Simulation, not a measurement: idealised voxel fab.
process module | voxel capacitor over wiring
It is cross-section cut that appears here, measuring 230 nm in width, its square cells being 5 nm in size.
In what follows, cross-sections appear as grids of square cells, described through bands that run from the top down, where every band is one or more rows of cells. Each band's line starts with the height of the band's top and of its bottom, in nm. Then come its materials from left to right, each with its width in nm. One material with "throughout" fills the band from edge to edge. "blank" is empty space. A quick word on heights: they are counted from 0, and under that level the wafer as it came to us is one material throughout. The lowest band is different from the rest in having no bottom; it simply continues downward, written as in "0 nm and below". Read "30 to 40" as a graded width: first number on top, second number at the bottom, same change between each pair of neighbouring rows. Any step labelled "no change" changed none of the cells in the cross-section. Any empty space of 8 cells or more lacking an open way to the top shows up in "Trapped voids" as width x height at distance, distance from the left edge, in nm. Text after the settings on a step's line: the simulator's own remark on that step. overlay nm: mask right of planned place by this much (step with mask). Neg. = left.
## Process steps - plan
step 1: RECEIVE | material Si
step 2: CONFORMAL_DEP | material SiO2 | thk nm 10
step 3: CONFORMAL_DEP | material SiCN | thk nm 5
step 4: DIRECTIONAL_DEP | material lowk | thk nm 20
step 5: MASKED_ETCH | tone open | mask id METAL_1 | width nm 30 | pitch nm 90 | etch materials lowk | depth nm 20 | overlay nm 0
step 6: MASKED_ETCH | tone open | mask id METAL_1 | width nm 30 | pitch nm 90 | etch materials SiCN | depth nm 5 | overlay nm 0
step 7: CONFORMAL_DEP | material TiN | thk nm 5
step 8: FILL_DEP | material W | thk nm 10
step 9: CMP | height nm 35
step 10: EPI | material Ru | thk nm 5
step 11: FILL_DEP | material SiCN | thk nm 5
step 12: DIRECTIONAL_DEP | material SiO2 | thk nm 15
step 13: MASKED_ETCH | tone open | mask id PLUG_1 | width nm 15 | etch materials SiO2 | depth nm 15 | overlay nm 0
step 14: MASKED_ETCH | tone open | mask id PLUG_1 | width nm 15 | etch materials SiCN | depth nm 5 | overlay nm 0
step 15: EPI | material Ru | thk nm 10
step 16: EPI | material Ru | thk nm 10
step 17: DIRECTIONAL_DEP | material TiN | thk nm 5
step 18: DIRECTIONAL_DEP | material SiN | thk nm 5
step 19: DIRECTIONAL_DEP | material TiN | thk nm 5
step 20: PATTERN | tone cover | mask id UPPER_PLATE | material resist | width nm 65 | thk nm 15 | overlay nm 0
step 21: DIRECTIONAL_ETCH | etch materials TiN | depth nm 5
step 22: DIRECTIONAL_ETCH | etch materials SiN | depth nm 5
step 23: STRIP | etch materials resist
step 24: MASKED_ETCH | tone cover | mask id LOWER_PLATE | width nm 75 | etch materials TiN | depth nm 5 | overlay nm 0
step 25: FILL_DEP | material SiO2 | thk nm 20
step 26: CMP | height nm 90
step 27: PATTERN | tone open | mask id PLUG_2 | material resist | width nm 15 | thk nm 20 | overlay nm 0
step 28: DIRECTIONAL_ETCH | etch materials SiO2 | depth nm 15
step 29: STRIP | etch materials resist
step 30: CONFORMAL_DEP | material TiN | thk nm 5
step 31: FILL_DEP | material Ru | thk nm 10
step 32: CMP | height nm 90
step 33: CONFORMAL_DEP | material SiN | thk nm 5
## Shown in cross-section is the wafer as received, that is, as it stands after step 1
	0 nm and below  Si throughout
	Trapped voids: none
## Cross-section taken at module completion on the first of two wafers; processed per the plan
	95 nm to 90 nm  SiN throughout
	90 nm to 80 nm  SiO2 (80) / TiN (5) / Ru (5) / TiN (5) / SiO2 (135)
	80 nm to 70 nm  SiO2 (80 to 70) / TiN (15 to 65) / SiO2 (135 to 95)
	70 nm to 65 nm  SiO2 (70) / SiN (65) / SiO2 (95)
	65 nm to 60 nm  SiO2 (65) / TiN (75) / SiO2 (90)
	60 nm to 45 nm  SiO2 (70) / Ru (15) / SiO2 (145)
	45 nm to 40 nm  SiCN (70) / Ru (15) / SiCN (145)
	40 nm to 35 nm  SiCN (50) / Ru (40) / SiCN (50) / Ru (40) / SiCN (50)
	35 nm to 15 nm  lowk (55) / TiN (5) / W (20) / TiN (5) / lowk (60) / TiN (5) / W (20) / TiN (5) / lowk (55)
	15 nm to 10 nm  SiCN (55) / TiN (30) / SiCN (60) / TiN (30) / SiCN (55)
	10 nm to 0 nm  SiO2 throughout
	0 nm and below  Si throughout
	Trapped voids: none
## Here's the second of our two wafers sectioned at module end. Same start as the first, same plan, but one mistake got made running it
	95 nm to 90 nm  SiN throughout
	90 nm to 80 nm  SiO2 (80) / TiN (5) / Ru (5) / TiN (5) / SiO2 (135)
	80 nm to 70 nm  SiO2 (80 to 70) / TiN (15 to 65) / SiO2 (135 to 95)
	70 nm to 65 nm  SiO2 (70) / SiN (65) / SiO2 (95)
	65 nm to 60 nm  SiO2 (65) / TiN (75) / SiO2 (90)
	60 nm to 45 nm  SiO2 (70) / Ru (15) / SiO2 (145)
	45 nm to 40 nm  SiCN (70) / Ru (15) / SiCN (145)
	40 nm to 35 nm  SiCN (45) / Ru (50) / SiCN (40) / Ru (50) / SiCN (45)
	35 nm to 20 nm  lowk (50) / TiN (5) / W (30) / TiN (5) / lowk (50) / TiN (5) / W (30) / TiN (5) / lowk (50)
	20 nm to 15 nm  lowk (50) / TiN (10) / W (20) / TiN (10) / lowk (50) / TiN (10) / W (20) / TiN (10) / lowk (50)
	15 nm to 10 nm  SiCN (55) / TiN (30) / SiCN (60) / TiN (30) / SiCN (55)
	10 nm to 0 nm  SiO2 throughout
	0 nm and below  Si throughout
	Trapped voids: none
Run error: step 5 went in with a setting other than planned; the actual run was MASKED_ETCH | tone open | mask id METAL_1 | width nm 40 | pitch nm 90 | etch materials lowk | depth nm 20 | overlay nm 0
At the finish, the second wafer shows more or fewer cells for some materials than the first does: Ru: 4 more; SiCN: 4 fewer; TiN: 4 more; W: 12 more; lowk: 16 fewer
